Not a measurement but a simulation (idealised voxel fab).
The name of this process module is voxel fin reveal.
The figure presents cross-section cut, which has a width of 200 nm and is divided into square cells with an edge length of 5 nm.
We lay out every cross-section as a grid of square cells and spell it out in bands from the top down, where one band means one or more rows of cells.
Each band's line starts with the height of the band's top and of its bottom, in nm. Then come its materials from left to right, each with its width in nm. One material with "all across" fills the band from edge to edge. "empty" is empty space.
Ref level 0: as-received wafer is one material below here. Bottom band extends down with no lower bound ("0 -> down").
The notation "30..40" denotes a width that varies across the rows of cells in the band, beginning at the first number in the top row, finishing at the second number in the bottom row, and changing by an identical amount from each row to the next.
Given "no alterations made" for a step, no cell of the cross-section differs between before and after that step.
Look at "Closed-off voids" for the closed voids: empty spaces with no open path to the top, sized 8 cells or up. Each is width x height at distance, distance from the left edge, all nm.
Where a step's line continues beyond its settings, the continuation is a remark by the simulator itself on that step.
overlay nm: for a step with a mask, the amount by which the mask lay right of where it was planned; a negative amount means left of it.

Set out below are the planned steps of the process
- 1: RECEIVE: material Si
- 2: CONFORMAL_DEP: material SiN, thk nm 5
- 3: PATTERN: tone cover, mask id FINS, material resist, width nm 15, pitch nm 45, thk nm 20, overlay nm 0
- 4: DIRECTIONAL_ETCH: etch materials SiN, depth nm 5
- 5: DIRECTIONAL_ETCH: etch materials Si, depth nm 35
- 6: STRIP: etch materials resist
- 7: FILL_DEP: material SiO2, thk nm 5
- 8: CMP: height nm 5
- 9: SELECTIVE_ETCH: etch materials SiO2, depth nm 20
- 10: STRIP: etch materials SiN
- 11: CONFORMAL_DEP: material HfO2, thk nm 5

So this is the incoming wafer in cross-section - it's already been through step 1
* 0 -> down = Si all across
* Closed-off voids: none

Here's the wafer cut in cross-section after the module, started and planned just like above, except one thing was done wrong in the run
* 5 -> 0 = HfO2 (75) / empty (5) / HfO2 (40) / empty (5) / HfO2 (75)
* 0 -> -10 = Si (70) / HfO2 (5) / empty (5) / HfO2 (5) / Si (30) / HfO2 (5) / empty (5) / HfO2 (5) / Si (70)
* -10 -> -15 = Si (70) / HfO2 (15) / Si (30) / HfO2 (15) / Si (70)
* -15 -> -35 = Si (70) / SiO2 (15) / Si (30) / SiO2 (15) / Si (70)
* -35 -> down = Si all across
* Closed-off voids: none
Deviation from plan: step 3 was not run as planned; what actually ran was PATTERN: tone open, mask id FINS, material resist, width nm 15, pitch nm 45, thk nm 20, overlay nm 0
